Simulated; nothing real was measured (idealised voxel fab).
process module | voxel transistor to metal
cross-section cut | 210 nm wide | cells 5 nm
A cross-section is a grid of square cells, given in bands from the top down. A band is one or more rows of cells.
Each band's line starts with the height of the band's top and of its bottom, in nm. Then come its materials from left to right, each with its width in nm. One material with "throughout" fills the band from edge to edge. "air" is empty space.
Height 0 is the level under which the wafer as received is all one material. The lowest band goes on downwards, as in "0 down".
A width such as "30 to 40" changes by the same amount from each row of cells to the next, from the band's top row to its bottom row.
"no change" after a step means that no cell of the cross-section changed.
closed voids: empty space of 8 cells or more with no open way to the top, each as width x height at its distance from the left edge, in nm
after a step's settings: what the simulator itself notes on the step
overlay nm, on a step with a mask: how far to the right of its planned place the mask lay; to the left if negative
plan
1 op RECEIVE | material Si
2 op CONFORMAL_DEP | material SiO2 | thk nm 5
3 op CONFORMAL_DEP | material SiN | thk nm 15
4 op MASKED_ETCH | tone cover | mask id ACTIVE | width nm 120 | etch materials SiN | depth nm 15 | overlay nm 0
5 op MASKED_ETCH | tone cover | mask id ACTIVE | width nm 120 | etch materials SiO2 | depth nm 5 | overlay nm 0
6 op MASKED_ETCH | tone cover | mask id ACTIVE | width nm 120 | etch materials Si | depth nm 35 | overlay nm 0
7 op FILL_DEP | material SiO2 | thk nm 10
8 op CMP | height nm 20
9 op SELECTIVE_ETCH | etch materials SiO2 | depth nm 5
10 op STRIP | etch materials SiN
11 op SELECTIVE_ETCH | etch materials SiO2 | depth nm 5
12 op OXIDIZE | depth nm 5
13 op DIRECTIONAL_DEP | material polySi | thk nm 25
14 op DIRECTIONAL_DEP | material SiCN | thk nm 15
15 op MASKED_ETCH | tone cover | mask id GATE | width nm 30 | etch materials SiCN | depth nm 25 | overlay nm 0
16 op MASKED_ETCH | tone cover | mask id GATE | width nm 30 | etch materials polySi | depth nm 35 | overlay nm 0
17 op CONFORMAL_DEP | material SiN | thk nm 10
18 op DIRECTIONAL_ETCH | etch materials SiN | depth nm 10
19 op DIRECTIONAL_ETCH | etch materials SiO2 | depth nm 5
20 op EPI | material SiGe | thk nm 5
21 op FILL_DEP | material SiO2 | thk nm 10
22 op CMP | height nm 25
23 op STRIP | etch materials polySi
24 op SELECTIVE_ETCH | etch materials SiO2 | depth nm 5
25 op CONFORMAL_DEP | material HfO2 | thk nm 5
26 op CONFORMAL_DEP | material TiN | thk nm 5
27 op FILL_DEP | material W | thk nm 10
28 op CMP | height nm 20
29 op DIRECTIONAL_DEP | material SiO2 | thk nm 15
30 op PATTERN | tone open | mask id CONTACT | material resist | width nm 15 | pitch nm 85 | thk nm 15 | overlay nm 0
31 op DIRECTIONAL_ETCH | etch materials SiO2 | depth nm 35
32 op STRIP | etch materials resist
33 op CONFORMAL_DEP | material TiN | thk nm 5
34 op FILL_DEP | material W | thk nm 5
35 op CMP | height nm 35
36 op CONFORMAL_DEP | material SiCN | thk nm 5
37 op DIRECTIONAL_DEP | material SiO2 | thk nm 15
38 op MASKED_ETCH | tone open | mask id METAL_1 | width nm 15 | pitch nm 85 | etch materials SiO2 | depth nm 15 | overlay nm 0
39 op MASKED_ETCH | tone open | mask id METAL_1 | width nm 15 | pitch nm 85 | etch materials SiCN | depth nm 5 | overlay nm 0
40 op CONFORMAL_DEP | material TiN | thk nm 5
41 op FILL_DEP | material Cu | thk nm 10
42 op CMP | height nm 55
43 op CONFORMAL_DEP | material SiCN | thk nm 5
44 op DIRECTIONAL_DEP | material SiO2 | thk nm 30
45 op DIRECTIONAL_DEP | material aC | thk nm 15
46 op PATTERN | tone open | mask id METAL_2 | material resist | width nm 15 | pitch nm 85 | thk nm 35 | overlay nm 0
47 op DIRECTIONAL_ETCH | etch materials aC | depth nm 15
48 op STRIP | etch materials resist
49 op DIRECTIONAL_ETCH | etch materials SiO2 | depth nm 15
50 op STRIP | etch materials aC
51 op PATTERN | tone open | mask id METAL_2_HOLES | material resist | width nm 15 | pitch nm 85 | thk nm 20 | overlay nm 0
52 op DIRECTIONAL_ETCH | etch materials SiO2 | depth nm 15
53 op DIRECTIONAL_ETCH | etch materials SiCN | depth nm 5
54 op STRIP | etch materials resist
55 op CONFORMAL_DEP | material TiN | thk nm 5
56 op FILL_DEP | material Cu | thk nm 10
57 op CMP | height nm 90
58 op CONFORMAL_DEP | material SiN | thk nm 5
as received, after step 1
  0 down: Si throughout
  closed voids: none
a wafer at the end: this start, this plan, one mistake
  95 to 90: SiN throughout
  90 to 60: SiO2 55 | TiN 5 | Cu 5 | TiN 5 | SiO2 70 | TiN 5 | Cu 5 | TiN 5 | SiO2 55
  60 to 55: SiCN 55 | TiN 15 | SiCN 70 | TiN 15 | SiCN 55
  55 to 40: SiO2 55 | TiN 5 | Cu 5 | TiN 5 | SiO2 70 | TiN 5 | Cu 5 | TiN 5 | SiO2 55
  40 to 35: SiCN 55 | TiN 15 | SiCN 70 | TiN 15 | SiCN 55
  35 to 20: SiO2 55 | TiN 5 | W 5 | TiN 5 | SiO2 70 | TiN 5 | W 5 | TiN 5 | SiO2 55
  20 to 10: SiO2 55 | TiN 5 | W 5 | TiN 5 | SiO2 10 | SiN 10 | HfO2 5 | TiN 5 | W 10 | TiN 5 | HfO2 5 | SiN 10 | SiO2 10 | TiN 5 | W 5 | TiN 5 | SiO2 55
  10 to 5: SiO2 40 | SiN 10 | SiO2 5 | TiN 5 | W 5 | TiN 5 | SiO2 10 | SiN 10 | HfO2 5 | TiN 5 | W 10 | TiN 5 | HfO2 5 | SiN 10 | SiO2 10 | TiN 5 | W 5 | TiN 5 | SiO2 5 | SiN 10 | SiO2 40
  5 to 0: SiO2 40 | SiN 10 | SiO2 5 | TiN 15 | SiO2 10 | SiN 10 | HfO2 5 | TiN 20 | HfO2 5 | SiN 10 | SiO2 10 | TiN 15 | SiO2 5 | SiN 10 | SiO2 40
  0 to -5: SiO2 50 | SiGe 30 | SiO2 5 | HfO2 40 | SiO2 5 | SiGe 30 | SiO2 50
  -5 to -70: SiO2 45 | Si 120 | SiO2 45
  -70 down: Si throughout
  closed voids: none
what went wrong: step 6 was run twice
